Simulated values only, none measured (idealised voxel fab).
Title: Process Module voxel capacitor over wiring
We display cut, a cross-section 195 nm in width whose square cells are each 5 nm.
Throughout this document, each cross-section is represented as a grid of square cells and is presented as a sequence of bands enumerated from the top downward, where a band comprises one or more rows of cells.
Heights first: top, then bottom, in nm. Then materials, left to right, each with a width in nm. "throughout" on a single material: fills the band edge to edge. "air": empty space.
Where do heights start? At 0: under that level the wafer as delivered is made of one material only. And the lowest band has no floor; it just carries on downward, as in "z 0 and below".
With a width like "30->40", each row of cells in the band differs from the next by the same amount, the top row carrying the first number and the bottom row the second.
"nothing changed" -> step changed no cross-section cell.
What "closed voids" gives you is every empty space of 8 cells or more that is cut off from the top. Each appears as width x height at distance, with the distance taken from the left edge and width, height and distance all in nm.
Whatever follows a step's settings on its line is a remark the simulator itself makes about that step.
overlay nm: right-of-plan distance of the mask on a masked step; negative values mean left-of-plan.
Process steps - plan
- 1: op RECEIVE | material Si
- 2: op CONFORMAL_DEP | material SiO2 | thk nm 15
- 3: op CONFORMAL_DEP | material SiN | thk nm 5
- 4: op DIRECTIONAL_DEP | material SiO2 | thk nm 20
- 5: op DIRECTIONAL_DEP | material aC | thk nm 15
- 6: op PATTERN | tone open | mask id METAL_1 | material resist | width nm 25 | pitch nm 75 | thk nm 35 | overlay nm 0
- 7: op DIRECTIONAL_ETCH | etch materials aC | depth nm 15
- 8: op STRIP | etch materials resist
- 9: op DIRECTIONAL_ETCH | etch materials SiO2 | depth nm 20
- 10: op DIRECTIONAL_ETCH | etch materials SiN | depth nm 5
- 11: op STRIP | etch materials aC
- 12: op CONFORMAL_DEP | material TiN | thk nm 5
- 13: op FILL_DEP | material Ru | thk nm 5
- 14: op CMP | height nm 40
- 15: op CONFORMAL_DEP | material SiCN | thk nm 5
- 16: op DIRECTIONAL_DEP | material lowk | thk nm 10
- 17: op MASKED_ETCH | tone open | mask id PLUG_1 | width nm 15 | etch materials lowk | depth nm 10 | overlay nm 0
- 18: op MASKED_ETCH | tone open | mask id PLUG_1 | width nm 15 | etch materials SiCN | depth nm 5 | overlay nm 0
- 19: op EPI | material Ru | thk nm 10
- 20: op EPI | material Ru | thk nm 5
- 21: op DIRECTIONAL_DEP | material TiN | thk nm 10
- 22: op DIRECTIONAL_DEP | material HfO2 | thk nm 5
- 23: op DIRECTIONAL_DEP | material TiN | thk nm 10
- 24: op PATTERN | tone cover | mask id UPPER_PLATE | material resist | width nm 55 | thk nm 15 | overlay nm 0
- 25: op DIRECTIONAL_ETCH | etch materials TiN | depth nm 10
- 26: op DIRECTIONAL_ETCH | etch materials HfO2 | depth nm 5
- 27: op STRIP | etch materials resist
- 28: op PATTERN | tone cover | mask id LOWER_PLATE | material resist | width nm 65 | thk nm 15 | overlay nm 0
- 29: op DIRECTIONAL_ETCH | etch materials TiN | depth nm 10
- 30: op STRIP | etch materials resist
- 31: op FILL_DEP | material SiO2 | thk nm 20
- 32: op CMP | height nm 95
- 33: op PATTERN | tone open | mask id PLUG_2 | material resist | width nm 15 | thk nm 20 | overlay nm 0
- 34: op DIRECTIONAL_ETCH | etch materials SiO2 | depth nm 15
- 35: op STRIP | etch materials resist
- 36: op CONFORMAL_DEP | material TiN | thk nm 5
- 37: op FILL_DEP | material Ru | thk nm 5
- 38: op CMP | height nm 95
- 39: op CONFORMAL_DEP | material SiCN | thk nm 5
Step 1 complete: cross-section of the wafer as received
z 0 and below: Si throughout
closed voids: none
Look at the cross-section after the module: the wafer started out the way shown above and the plan was the one shown above, yet one mistake was made along the way
z 100 to 95: SiCN throughout
z 95 to 85: SiO2=65 / TiN=5 / Ru=5 / TiN=5 / SiO2=115
z 85 to 80: SiO2=65 / TiN=15 / SiO2=115
z 80 to 75: SiO2 throughout
z 75 to 65: SiO2=55 / TiN=55 / SiO2=85
z 65 to 55: SiO2=50 / TiN=65 / SiO2=80
z 55 to 45: lowk=55 / Ru=15 / lowk=125
z 45 to 40: SiCN=55 / Ru=15 / SiCN=125
z 40 to 20: SiO2=45 / TiN=5 / Ru=15 / TiN=5 / SiO2=50 / TiN=5 / Ru=15 / TiN=5 / SiO2=50
z 20 to 15: SiN=45 / TiN=25 / SiN=50 / TiN=25 / SiN=50
z 15 to 0: SiO2 throughout
z 0 and below: Si throughout
closed voids: none
Misprocessing identified: it should be noted that step 22 of the plan was omitted and was not performed
